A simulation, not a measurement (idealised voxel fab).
process module | voxel self aligned vias
FYI the section here is cut, 220 nm wide, cells are 5 nm squares.
In what follows, cross-sections appear as grids of square cells, described through bands that run from the top down, where every band is one or more rows of cells. Band: top height; bottom height; in nm. Then, left to right: material with width in nm, for each material. "everywhere": a single material spanning edge to edge. "empty": empty space. Note: height 0 marks the level under which the wafer is uniformly one material as received. Lowest band unbounded below, written "z 0 and below". Top row gets the first number, bottom row gets the second, and each row in between changes by the same step: that is how a band width like "30->40" works. Any step labelled "nothing was modified" changed none of the cells in the cross-section. The label "Enclosed void list" introduces a list of the empty spaces, 8 cells or larger, that have no open way up to the top; each entry in it reads width x height at distance, where the distance is taken from the left edge and all three are stated in nm. What comes after the settings on a step's line is commentary from the simulator itself on that step. Each step line may optionally specify "overlay nm", which for a step with a mask gives the rightward distance between the mask's planned place and where it lay, a negative value indicating the leftward direction.
### The steps planned for the process are as follows
1) RECEIVE (material Si)
2) CONFORMAL_DEP (material SiO2; thk nm 10)
3) CONFORMAL_DEP (material SiCN; thk nm 5)
4) DIRECTIONAL_DEP (material SiO2; thk nm 20)
5) MASKED_ETCH (tone open; mask id LINES; width nm 20; pitch nm 65; etch materials SiO2; depth nm 20; overlay nm 0)
6) CONFORMAL_DEP (material TiN; thk nm 5)
7) FILL_DEP (material Ru; thk nm 5)
8) CMP (height nm 35)
9) SELECTIVE_ETCH (etch materials W Ru TiN; depth nm 5)
10) FILL_DEP (material SiN; thk nm 5)
11) CMP (height nm 35)
12) DIRECTIONAL_DEP (material SiO2; thk nm 20)
13) DIRECTIONAL_DEP (material aC; thk nm 15)
14) PATTERN (tone open; mask id VIAS; material resist; width nm 40; pitch nm 130; thk nm 35; overlay nm 0)
15) DIRECTIONAL_ETCH (etch materials aC; depth nm 15)
16) STRIP (etch materials resist)
17) DIRECTIONAL_ETCH (etch materials SiO2; depth nm 20)
18) DIRECTIONAL_ETCH (etch materials SiN; depth nm 5)
19) STRIP (etch materials aC)
20) CONFORMAL_DEP (material TiN; thk nm 5)
21) FILL_DEP (material Ru; thk nm 5)
22) CMP (height nm 55)
23) CONFORMAL_DEP (material SiN; thk nm 5)
### First wafer out of two, processed as planned
### Cross-section of the wafer at receipt, which is the condition after step 1
* z 0 and below: Si everywhere
* Enclosed void list: none
### Wafer xsec, post step 2
* z 10 to 0: SiO2 everywhere
* Below a height of 0, the structure has not been altered.
### Wafer xsec, post step 3
* z 15 to 10: SiCN everywhere
* Below a height of 10, the structure has not been altered.
### Wafer xsec, post step 4
* z 35 to 15: SiO2 everywhere
* Below a height of 15, the structure has not been altered.
### Wafer xsec, post step 5
* z 35 to 15: SiO2 35 nm, then empty 20 nm, then SiO2 45 nm, then empty 20 nm, then SiO2 45 nm, then empty 20 nm, then SiO2 35 nm
* Below a height of 15, the structure has not been altered.
### Wafer xsec, post step 6
* z 40 to 35: TiN 40 nm, then empty 10 nm, then TiN 55 nm, then empty 10 nm, then TiN 55 nm, then empty 10 nm, then TiN 40 nm
* z 35 to 20: SiO2 35 nm, then TiN 5 nm, then empty 10 nm, then TiN 5 nm, then SiO2 45 nm, then TiN 5 nm, then empty 10 nm, then TiN 5 nm, then SiO2 45 nm, then TiN 5 nm, then empty 10 nm, then TiN 5 nm, then SiO2 35 nm
* z 20 to 15: SiO2 35 nm, then TiN 20 nm, then SiO2 45 nm, then TiN 20 nm, then SiO2 45 nm, then TiN 20 nm, then SiO2 35 nm
* Below a height of 15, the structure has not been altered.
### Wafer xsec, post step 7
* z 45 to 40: Ru everywhere
* z 40 to 35: TiN 40 nm, then Ru 10 nm, then TiN 55 nm, then Ru 10 nm, then TiN 55 nm, then Ru 10 nm, then TiN 40 nm
* z 35 to 20: SiO2 35 nm, then TiN 5 nm, then Ru 10 nm, then TiN 5 nm, then SiO2 45 nm, then TiN 5 nm, then Ru 10 nm, then TiN 5 nm, then SiO2 45 nm, then TiN 5 nm, then Ru 10 nm, then TiN 5 nm, then SiO2 35 nm
* Below a height of 20, the structure has not been altered.
### Wafer xsec, post step 8
* z 35 to 20: SiO2 35 nm, then TiN 5 nm, then Ru 10 nm, then TiN 5 nm, then SiO2 45 nm, then TiN 5 nm, then Ru 10 nm, then TiN 5 nm, then SiO2 45 nm, then TiN 5 nm, then Ru 10 nm, then TiN 5 nm, then SiO2 35 nm
* Below a height of 20, the structure has not been altered.
### Wafer xsec, post step 9
* z 35 to 30: SiO2 35 nm, then empty 20 nm, then SiO2 45 nm, then empty 20 nm, then SiO2 45 nm, then empty 20 nm, then SiO2 35 nm
* Below a height of 30, the structure has not been altered.
### Wafer xsec, post step 10
* z 40 to 35: SiN everywhere
* z 35 to 30: SiO2 35 nm, then SiN 20 nm, then SiO2 45 nm, then SiN 20 nm, then SiO2 45 nm, then SiN 20 nm, then SiO2 35 nm
* Below a height of 30, the structure has not been altered.
### Wafer xsec, post step 11
* z 35 to 30: SiO2 35 nm, then SiN 20 nm, then SiO2 45 nm, then SiN 20 nm, then SiO2 45 nm, then SiN 20 nm, then SiO2 35 nm
* Below a height of 30, the structure has not been altered.
### Wafer xsec, post step 12
* z 55 to 35: SiO2 everywhere
* Below a height of 35, the structure has not been altered.
### Wafer xsec, post step 13
* z 70 to 55: aC everywhere
* Below a height of 55, the structure has not been altered.
### Wafer xsec, post step 14
* z 105 to 70: resist 25 nm, then empty 40 nm, then resist 90 nm, then empty 40 nm, then resist 25 nm
* Below a height of 70, the structure has not been altered.
### Wafer xsec, post step 15
* z 90 to 70: resist 25 nm, then empty 40 nm, then resist 90 nm, then empty 40 nm, then resist 25 nm
* z 70 to 55: aC 25 nm, then empty 40 nm, then aC 90 nm, then empty 40 nm, then aC 25 nm
* Below a height of 55, the structure has not been altered.
### Wafer xsec, post step 16
* z 70 to 55: aC 25 nm, then empty 40 nm, then aC 90 nm, then empty 40 nm, then aC 25 nm
* Below a height of 55, the structure has not been altered.
### Wafer xsec, post step 17
* z 70 to 55: aC 25 nm, then empty 40 nm, then aC 90 nm, then empty 40 nm, then aC 25 nm
* z 55 to 35: SiO2 25 nm, then empty 40 nm, then SiO2 90 nm, then empty 40 nm, then SiO2 25 nm
* Below a height of 35, the structure has not been altered.
### Wafer xsec, post step 18
* z 70 to 55: aC 25 nm, then empty 40 nm, then aC 90 nm, then empty 40 nm, then aC 25 nm
* z 55 to 35: SiO2 25 nm, then empty 40 nm, then SiO2 90 nm, then empty 40 nm, then SiO2 25 nm
* z 35 to 30: SiO2 35 nm, then empty 20 nm, then SiO2 45 nm, then SiN 20 nm, then SiO2 45 nm, then empty 20 nm, then SiO2 35 nm
* Below a height of 30, the structure has not been altered.
### Wafer xsec, post step 19
* z 55 to 35: SiO2 25 nm, then empty 40 nm, then SiO2 90 nm, then empty 40 nm, then SiO2 25 nm
* Below a height of 35, the structure has not been altered.
### Wafer xsec, post step 20
* z 60 to 55: TiN 30 nm, then empty 30 nm, then TiN 100 nm, then empty 30 nm, then TiN 30 nm
* z 55 to 40: SiO2 25 nm, then TiN 5 nm, then empty 30 nm, then TiN 5 nm, then SiO2 90 nm, then TiN 5 nm, then empty 30 nm, then TiN 5 nm, then SiO2 25 nm
* z 40 to 35: SiO2 25 nm, then TiN 15 nm, then empty 10 nm, then TiN 15 nm, then SiO2 90 nm, then TiN 15 nm, then empty 10 nm, then TiN 15 nm, then SiO2 25 nm
* z 35 to 30: SiO2 35 nm, then TiN 20 nm, then SiO2 45 nm, then SiN 20 nm, then SiO2 45 nm, then TiN 20 nm, then SiO2 35 nm
* Below a height of 30, the structure has not been altered.
### Wafer xsec, post step 21
* z 65 to 60: Ru everywhere
* z 60 to 55: TiN 30 nm, then Ru 30 nm, then TiN 100 nm, then Ru 30 nm, then TiN 30 nm
* z 55 to 40: SiO2 25 nm, then TiN 5 nm, then Ru 30 nm, then TiN 5 nm, then SiO2 90 nm, then TiN 5 nm, then Ru 30 nm, then TiN 5 nm, then SiO2 25 nm
* z 40 to 35: SiO2 25 nm, then TiN 15 nm, then Ru 10 nm, then TiN 15 nm, then SiO2 90 nm, then TiN 15 nm, then Ru 10 nm, then TiN 15 nm, then SiO2 25 nm
* Below a height of 35, the structure has not been altered.
### Wafer xsec, post step 22
* z 55 to 40: SiO2 25 nm, then TiN 5 nm, then Ru 30 nm, then TiN 5 nm, then SiO2 90 nm, then TiN 5 nm, then Ru 30 nm, then TiN 5 nm, then SiO2 25 nm
* Below a height of 40, the structure has not been altered.
### Wafer xsec, post step 23
* z 60 to 55: SiN everywhere
* Below a height of 55, the structure has not been altered.
### It is to be noted that the second wafer proceeded from the same initial state and according to the same plan as the first, although one mistake was committed in its execution; through step 1, inclusive, the two wafers share an identical history
Cross-sectional representation of the second wafer at the time designated in the plan for the completion of step 2: nothing was modified
### Cross-sectional representation of the second wafer at the time designated in the plan for the completion of step 3
* z 5 to 0: SiCN everywhere
* Below a height of 0, the structure has not been altered.
### Cross-sectional representation of the second wafer at the time designated in the plan for the completion of step 4
* z 25 to 5: SiO2 everywhere
* Below a height of 5, the structure has not been altered.
### Cross-sectional representation of the second wafer at the time designated in the plan for the completion of step 5
* z 25 to 5: SiO2 35 nm, then empty 20 nm, then SiO2 45 nm, then empty 20 nm, then SiO2 45 nm, then empty 20 nm, then SiO2 35 nm
* Below a height of 5, the structure has not been altered.
### Cross-sectional representation of the second wafer at the time designated in the plan for the completion of step 6
* z 30 to 25: TiN 40 nm, then empty 10 nm, then TiN 55 nm, then empty 10 nm, then TiN 55 nm, then empty 10 nm, then TiN 40 nm
* z 25 to 10: SiO2 35 nm, then TiN 5 nm, then empty 10 nm, then TiN 5 nm, then SiO2 45 nm, then TiN 5 nm, then empty 10 nm, then TiN 5 nm, then SiO2 45 nm, then TiN 5 nm, then empty 10 nm, then TiN 5 nm, then SiO2 35 nm
* z 10 to 5: SiO2 35 nm, then TiN 20 nm, then SiO2 45 nm, then TiN 20 nm, then SiO2 45 nm, then TiN 20 nm, then SiO2 35 nm
* Below a height of 5, the structure has not been altered.
### Cross-sectional representation of the second wafer at the time designated in the plan for the completion of step 7
* z 35 to 30: Ru everywhere
* z 30 to 25: TiN 40 nm, then Ru 10 nm, then TiN 55 nm, then Ru 10 nm, then TiN 55 nm, then Ru 10 nm, then TiN 40 nm
* z 25 to 10: SiO2 35 nm, then TiN 5 nm, then Ru 10 nm, then TiN 5 nm, then SiO2 45 nm, then TiN 5 nm, then Ru 10 nm, then TiN 5 nm, then SiO2 45 nm, then TiN 5 nm, then Ru 10 nm, then TiN 5 nm, then SiO2 35 nm
* Below a height of 10, the structure has not been altered.
Cross-sectional representation of the second wafer at the time designated in the plan for the completion of step 8: nothing was modified
### Cross-sectional representation of the second wafer at the time designated in the plan for the completion of step 9
* z 30 to 25: TiN 40 nm, then Ru 10 nm, then TiN 55 nm, then Ru 10 nm, then TiN 55 nm, then Ru 10 nm, then TiN 40 nm
* Below a height of 25, the structure has not been altered.
### Cross-sectional representation of the second wafer at the time designated in the plan for the completion of step 10
* z 35 to 30: SiN everywhere
* Below a height of 30, the structure has not been altered.
Cross-sectional representation of the second wafer at the time designated in the plan for the completion of step 11: nothing was modified
### Cross-sectional representation of the second wafer at the time designated in the plan for the completion of step 12
* z 55 to 35: SiO2 everywhere
* Below a height of 35, the structure has not been altered.
### Cross-sectional representation of the second wafer at the time designated in the plan for the completion of step 13
* z 70 to 55: aC everywhere
* Below a height of 55, the structure has not been altered.
### Cross-sectional representation of the second wafer at the time designated in the plan for the completion of step 14
* z 105 to 70: resist 25 nm, then empty 40 nm, then resist 90 nm, then empty 40 nm, then resist 25 nm
* Below a height of 70, the structure has not been altered.
### Cross-sectional representation of the second wafer at the time designated in the plan for the completion of step 15
* z 90 to 70: resist 25 nm, then empty 40 nm, then resist 90 nm, then empty 40 nm, then resist 25 nm
* z 70 to 55: aC 25 nm, then empty 40 nm, then aC 90 nm, then empty 40 nm, then aC 25 nm
* Below a height of 55, the structure has not been altered.
### Cross-sectional representation of the second wafer at the time designated in the plan for the completion of step 16
* z 70 to 55: aC 25 nm, then empty 40 nm, then aC 90 nm, then empty 40 nm, then aC 25 nm
* Below a height of 55, the structure has not been altered.
### Cross-sectional representation of the second wafer at the time designated in the plan for the completion of step 17
* z 70 to 55: aC 25 nm, then empty 40 nm, then aC 90 nm, then empty 40 nm, then aC 25 nm
* z 55 to 35: SiO2 25 nm, then empty 40 nm, then SiO2 90 nm, then empty 40 nm, then SiO2 25 nm
* Below a height of 35, the structure has not been altered.
### Cross-sectional representation of the second wafer at the time designated in the plan for the completion of step 18
* z 70 to 55: aC 25 nm, then empty 40 nm, then aC 90 nm, then empty 40 nm, then aC 25 nm
* z 55 to 35: SiO2 25 nm, then empty 40 nm, then SiO2 90 nm, then empty 40 nm, then SiO2 25 nm
* z 35 to 30: SiN 25 nm, then empty 40 nm, then SiN 90 nm, then empty 40 nm, then SiN 25 nm
* Below a height of 30, the structure has not been altered.
### Cross-sectional representation of the second wafer at the time designated in the plan for the completion of step 19
* z 55 to 35: SiO2 25 nm, then empty 40 nm, then SiO2 90 nm, then empty 40 nm, then SiO2 25 nm
* Below a height of 35, the structure has not been altered.
### Cross-sectional representation of the second wafer at the time designated in the plan for the completion of step 20
* z 60 to 55: TiN 30 nm, then empty 30 nm, then TiN 100 nm, then empty 30 nm, then TiN 30 nm
* z 55 to 35: SiO2 25 nm, then TiN 5 nm, then empty 30 nm, then TiN 5 nm, then SiO2 90 nm, then TiN 5 nm, then empty 30 nm, then TiN 5 nm, then SiO2 25 nm
* z 35 to 30: SiN 25 nm, then TiN 40 nm, then SiN 90 nm, then TiN 40 nm, then SiN 25 nm
* Below a height of 30, the structure has not been altered.
### Cross-sectional representation of the second wafer at the time designated in the plan for the completion of step 21
* z 65 to 60: Ru everywhere
* z 60 to 55: TiN 30 nm, then Ru 30 nm, then TiN 100 nm, then Ru 30 nm, then TiN 30 nm
* z 55 to 35: SiO2 25 nm, then TiN 5 nm, then Ru 30 nm, then TiN 5 nm, then SiO2 90 nm, then TiN 5 nm, then Ru 30 nm, then TiN 5 nm, then SiO2 25 nm
* Below a height of 35, the structure has not been altered.
### Cross-sectional representation of the second wafer at the time designated in the plan for the completion of step 22
* z 55 to 35: SiO2 25 nm, then TiN 5 nm, then Ru 30 nm, then TiN 5 nm, then SiO2 90 nm, then TiN 5 nm, then Ru 30 nm, then TiN 5 nm, then SiO2 25 nm
* Below a height of 35, the structure has not been altered.
### Cross-sectional representation of the second wafer at the time designated in the plan for the completion of step 23
* z 60 to 55: SiN everywhere
* Below a height of 55, the structure has not been altered.
Where did the run depart from the plan? step 2 of the plan was bypassed and not carried out
Upon completion, the second wafer contains, in terms of cells, a greater or smaller amount of certain materials than the first wafer: Ru: 20 more | SiN: 24 more | SiO2: 88 fewer | TiN: 44 more
